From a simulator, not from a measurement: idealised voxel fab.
process module | voxel air gaps
cross-section cut | 210 nm wide | cells 5 nm
A cross-section is a grid of square cells, given in bands from the top down. A band is one or more rows of cells.
Each band's line starts with the height of the band's top and of its bottom, in nm. Then come its materials from left to right, each with its width in nm. One material with "throughout" fills the band from edge to edge. "air" is empty space.
Height 0 is the level under which the wafer as received is all one material. The lowest band goes on downwards, as in "0 down".
A width such as "30 to 40" changes by the same amount from each row of cells to the next, from the band's top row to its bottom row.
"no change" after a step means that no cell of the cross-section changed.
closed voids: empty space of 8 cells or more with no open way to the top, each as width x height at its distance from the left edge, in nm
after a step's settings: what the simulator itself notes on the step
overlay nm, on a step with a mask: how far to the right of its planned place the mask lay; to the left if negative
plan
1 op RECEIVE | material Si
2 op CONFORMAL_DEP | material SiO2 | thk nm 15
3 op CONFORMAL_DEP | material SiCN | thk nm 5
4 op DIRECTIONAL_DEP | material lowk | thk nm 40
5 op PATTERN | tone open | mask id LINES | material resist | width nm 20 | pitch nm 45 | thk nm 20 | overlay nm 0
6 op DIRECTIONAL_ETCH | etch materials lowk | depth nm 40
7 op STRIP | etch materials resist
8 op CONFORMAL_DEP | material TiN | thk nm 5
9 op FILL_DEP | material W | thk nm 10
10 op CMP | height nm 60
11 op EPI | material Ru | thk nm 10
12 op SELECTIVE_ETCH | etch materials lowk | depth nm 50
13 op CONFORMAL_DEP | material SiCN | thk nm 5
as received, after step 1
  0 down: Si throughout
  closed voids: none
first wafer at the end, as planned
  75 to 70: air 35 | SiCN 140 | air 35
  70 to 60: air 35 | SiCN 5 | Ru 40 | SiCN 5 | Ru 40 | SiCN 5 | Ru 40 | SiCN 5 | air 35
  60 to 55: air 35 | SiCN 15 | TiN 5 | W 10 | TiN 5 | SiCN 25 | TiN 5 | W 10 | TiN 5 | SiCN 25 | TiN 5 | W 10 | TiN 5 | SiCN 15 | air 35
  55 to 25: air 45 | SiCN 5 | TiN 5 | W 10 | TiN 5 | SiCN 5 | air 15 | SiCN 5 | TiN 5 | W 10 | TiN 5 | SiCN 5 | air 15 | SiCN 5 | TiN 5 | W 10 | TiN 5 | SiCN 5 | air 45
  25 to 20: SiCN 50 | TiN 20 | SiCN 25 | TiN 20 | SiCN 25 | TiN 20 | SiCN 50
  20 to 15: SiCN throughout
  15 to 0: SiO2 throughout
  0 down: Si throughout
  closed voids: 15 x 30 at 75; 15 x 30 at 120
second wafer at the end: like start, like plan, one mistake
  85 to 80: air 25 | SiCN 160 | air 25
  80 to 60: air 25 | SiCN 5 | Ru 150 | SiCN 5 | air 25
  60 to 55: air 25 | SiCN 25 | TiN 5 | W 10 | TiN 5 | lowk 25 | TiN 5 | W 10 | TiN 5 | lowk 25 | TiN 5 | W 10 | TiN 5 | SiCN 25 | air 25
  55 to 25: air 45 | SiCN 5 | TiN 5 | W 10 | TiN 5 | lowk 25 | TiN 5 | W 10 | TiN 5 | lowk 25 | TiN 5 | W 10 | TiN 5 | SiCN 5 | air 45
  25 to 20: SiCN 50 | TiN 20 | lowk 25 | TiN 20 | lowk 25 | TiN 20 | SiCN 50
  20 to 15: SiCN throughout
  15 to 0: SiO2 throughout
  0 down: Si throughout
  closed voids: none
what went wrong: step 11 was run twice
at the end the second wafer has, in cells: 72 more of Ru | 36 fewer of SiCN | 80 more of lowk
closed voids at the end (first wafer, second wafer): 2, 0
